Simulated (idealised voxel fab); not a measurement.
voxel double patterning: a process module
This is section cut - it's 150 nm across, gridded in 5 nm square cells.
This document writes a cross-section as a grid whose cells are square, and gives it as bands, listed from the top down; one or more rows of cells form a band.
In this notation a band is specified by the heights of its top and bottom, in that order and in nm, after which its materials appear from left to right, each paired with its width in nm. The word "edge to edge" attached to a single material means that material fills the band from edge to edge; the word "blank" stands for empty space.
We count height from 0. Below that, the starting wafer is all one material. The lowest band never ends at the bottom but goes on down; see "z 0 and below" for how that is written.
Width "30 to 40": first value at the band's top row of cells, second value at its bottom row, equal change from row to row.
A step reported as "remained unchanged" is a step in which no cell of the cross-section changed.
"Enclosed internal voids" enumerates empty spaces isolated from the top, with no open way to it, that contain at least 8 cells, giving each as width x height at distance from the left edge, all three in nm.
Where a step's line continues beyond its settings, the continuation is a remark by the simulator itself on that step.
"overlay nm", when on a step's line for a step with a mask, measures how far to the right of its planned place the mask lay; a negative measure means to the left.
THESE ARE THE STEPS WE PLANNED FOR THE PROCESS
1 op RECEIVE | material Si
2 op CONFORMAL_DEP | material SiN | thk nm 10
3 op DIRECTIONAL_DEP | material SiO2 | thk nm 10
4 op DIRECTIONAL_DEP | material SiCN | thk nm 5
5 op DIRECTIONAL_DEP | material aC | thk nm 15
6 op PATTERN | tone open | mask id FIRST | material resist | width nm 15 | pitch nm 50 | thk nm 35 | overlay nm 0
7 op DIRECTIONAL_ETCH | etch materials aC | depth nm 15
8 op STRIP | etch materials resist
9 op DIRECTIONAL_ETCH | etch materials SiCN | depth nm 5
10 op STRIP | etch materials aC
11 op PATTERN | tone open | mask id SECOND | material resist | width nm 15 | thk nm 15 | overlay nm 0
12 op DIRECTIONAL_ETCH | etch materials SiCN | depth nm 5
13 op STRIP | etch materials resist
14 op DIRECTIONAL_ETCH | etch materials SiO2 | depth nm 10
15 op STRIP | etch materials SiCN
ACCOUNT OF THE FIRST OF TWO WAFERS, WHICH WAS PROCESSED AS INTENDED
HERE'S WHAT THE WAFER LOOKED LIKE IN CROSS-SECTION WHEN IT ARRIVED - THAT'S AFTER STEP 1
> z 0 and below | Si edge to edge
> Enclosed internal voids: none
TAKE A LOOK AT THE WAFER'S CROSS-SECTION AFTER STEP 2
> z 10 to 0 | SiN edge to edge
> Below 0, no change.
TAKE A LOOK AT THE WAFER'S CROSS-SECTION AFTER STEP 3
> z 20 to 10 | SiO2 edge to edge
> Below 10, no change.
TAKE A LOOK AT THE WAFER'S CROSS-SECTION AFTER STEP 4
> z 25 to 20 | SiCN edge to edge
> Below 20, no change.
TAKE A LOOK AT THE WAFER'S CROSS-SECTION AFTER STEP 5
> z 40 to 25 | aC edge to edge
> Below 25, no change.
TAKE A LOOK AT THE WAFER'S CROSS-SECTION AFTER STEP 6
> z 75 to 40 | 40 resist, then 15 blank, then 35 resist, then 15 blank, then 45 resist
> Below 40, no change.
TAKE A LOOK AT THE WAFER'S CROSS-SECTION AFTER STEP 7
> z 60 to 40 | 40 resist, then 15 blank, then 35 resist, then 15 blank, then 45 resist
> z 40 to 25 | 40 aC, then 15 blank, then 35 aC, then 15 blank, then 45 aC
> Below 25, no change.
TAKE A LOOK AT THE WAFER'S CROSS-SECTION AFTER STEP 8
> z 40 to 25 | 40 aC, then 15 blank, then 35 aC, then 15 blank, then 45 aC
> Below 25, no change.
TAKE A LOOK AT THE WAFER'S CROSS-SECTION AFTER STEP 9
> z 40 to 25 | 40 aC, then 15 blank, then 35 aC, then 15 blank, then 45 aC
> z 25 to 20 | 40 SiCN, then 15 blank, then 35 SiCN, then 15 blank, then 45 SiCN
> Below 20, no change.
TAKE A LOOK AT THE WAFER'S CROSS-SECTION AFTER STEP 10
> z 25 to 20 | 40 SiCN, then 15 blank, then 35 SiCN, then 15 blank, then 45 SiCN
> Below 20, no change.
TAKE A LOOK AT THE WAFER'S CROSS-SECTION AFTER STEP 11
> z 40 to 25 | 65 resist, then 15 blank, then 70 resist
> z 25 to 20 | 40 SiCN, then 15 resist, then 35 SiCN, then 15 resist, then 45 SiCN
> Below 20, no change.
TAKE A LOOK AT THE WAFER'S CROSS-SECTION AFTER STEP 12
> z 40 to 25 | 65 resist, then 15 blank, then 70 resist
> z 25 to 20 | 40 SiCN, then 15 resist, then 10 SiCN, then 15 blank, then 10 SiCN, then 15 resist, then 45 SiCN
> Below 20, no change.
TAKE A LOOK AT THE WAFER'S CROSS-SECTION AFTER STEP 13
> z 25 to 20 | 40 SiCN, then 15 blank, then 10 SiCN, then 15 blank, then 10 SiCN, then 15 blank, then 45 SiCN
> Below 20, no change.
TAKE A LOOK AT THE WAFER'S CROSS-SECTION AFTER STEP 14
> z 25 to 20 | 40 SiCN, then 15 blank, then 10 SiCN, then 15 blank, then 10 SiCN, then 15 blank, then 45 SiCN
> z 20 to 10 | 40 SiO2, then 15 blank, then 10 SiO2, then 15 blank, then 10 SiO2, then 15 blank, then 45 SiO2
> Below 10, no change.
TAKE A LOOK AT THE WAFER'S CROSS-SECTION AFTER STEP 15
> z 20 to 10 | 40 SiO2, then 15 blank, then 10 SiO2, then 15 blank, then 10 SiO2, then 15 blank, then 45 SiO2
> Below 10, no change.
FOR THE SECOND WAFER, TAKE THE FIRST WAFER'S START AND PLAN, THEN ADD ONE MISTAKE MADE IN RUNNING IT; EVERYTHING THROUGH STEP 1, THAT STEP INCLUDED, IS SHARED WITH THE FIRST
The second wafer in cross-section, at the planned close of step 2: remained unchanged
THE SECOND WAFER IN CROSS-SECTION, AT THE PLANNED CLOSE OF STEP 3
> z 10 to 0 | SiO2 edge to edge
> Below 0, no change.
THE SECOND WAFER IN CROSS-SECTION, AT THE PLANNED CLOSE OF STEP 4
> z 15 to 10 | SiCN edge to edge
> Below 10, no change.
THE SECOND WAFER IN CROSS-SECTION, AT THE PLANNED CLOSE OF STEP 5
> z 30 to 15 | aC edge to edge
> Below 15, no change.
THE SECOND WAFER IN CROSS-SECTION, AT THE PLANNED CLOSE OF STEP 6
> z 65 to 30 | 40 resist, then 15 blank, then 35 resist, then 15 blank, then 45 resist
> Below 30, no change.
THE SECOND WAFER IN CROSS-SECTION, AT THE PLANNED CLOSE OF STEP 7
> z 50 to 30 | 40 resist, then 15 blank, then 35 resist, then 15 blank, then 45 resist
> z 30 to 15 | 40 aC, then 15 blank, then 35 aC, then 15 blank, then 45 aC
> Below 15, no change.
THE SECOND WAFER IN CROSS-SECTION, AT THE PLANNED CLOSE OF STEP 8
> z 30 to 15 | 40 aC, then 15 blank, then 35 aC, then 15 blank, then 45 aC
> Below 15, no change.
THE SECOND WAFER IN CROSS-SECTION, AT THE PLANNED CLOSE OF STEP 9
> z 30 to 15 | 40 aC, then 15 blank, then 35 aC, then 15 blank, then 45 aC
> z 15 to 10 | 40 SiCN, then 15 blank, then 35 SiCN, then 15 blank, then 45 SiCN
> Below 10, no change.
THE SECOND WAFER IN CROSS-SECTION, AT THE PLANNED CLOSE OF STEP 10
> z 15 to 10 | 40 SiCN, then 15 blank, then 35 SiCN, then 15 blank, then 45 SiCN
> Below 10, no change.
THE SECOND WAFER IN CROSS-SECTION, AT THE PLANNED CLOSE OF STEP 11
> z 30 to 15 | 65 resist, then 15 blank, then 70 resist
> z 15 to 10 | 40 SiCN, then 15 resist, then 35 SiCN, then 15 resist, then 45 SiCN
> Below 10, no change.
THE SECOND WAFER IN CROSS-SECTION, AT THE PLANNED CLOSE OF STEP 12
> z 30 to 15 | 65 resist, then 15 blank, then 70 resist
> z 15 to 10 | 40 SiCN, then 15 resist, then 10 SiCN, then 15 blank, then 10 SiCN, then 15 resist, then 45 SiCN
> Below 10, no change.
THE SECOND WAFER IN CROSS-SECTION, AT THE PLANNED CLOSE OF STEP 13
> z 15 to 10 | 40 SiCN, then 15 blank, then 10 SiCN, then 15 blank, then 10 SiCN, then 15 blank, then 45 SiCN
> Below 10, no change.
THE SECOND WAFER IN CROSS-SECTION, AT THE PLANNED CLOSE OF STEP 14
> z 15 to 10 | 40 SiCN, then 15 blank, then 10 SiCN, then 15 blank, then 10 SiCN, then 15 blank, then 45 SiCN
> z 10 to 0 | 40 SiO2, then 15 blank, then 10 SiO2, then 15 blank, then 10 SiO2, then 15 blank, then 45 SiO2
> Below 0, no change.
THE SECOND WAFER IN CROSS-SECTION, AT THE PLANNED CLOSE OF STEP 15
> z 10 to 0 | 40 SiO2, then 15 blank, then 10 SiO2, then 15 blank, then 10 SiO2, then 15 blank, then 45 SiO2
> Below 0, no change.
What was the processing mistake? step 2 of the plan did not run at all; it was left out
End of process, cell counts, second wafer against first, materials with more or fewer: -60 SiN
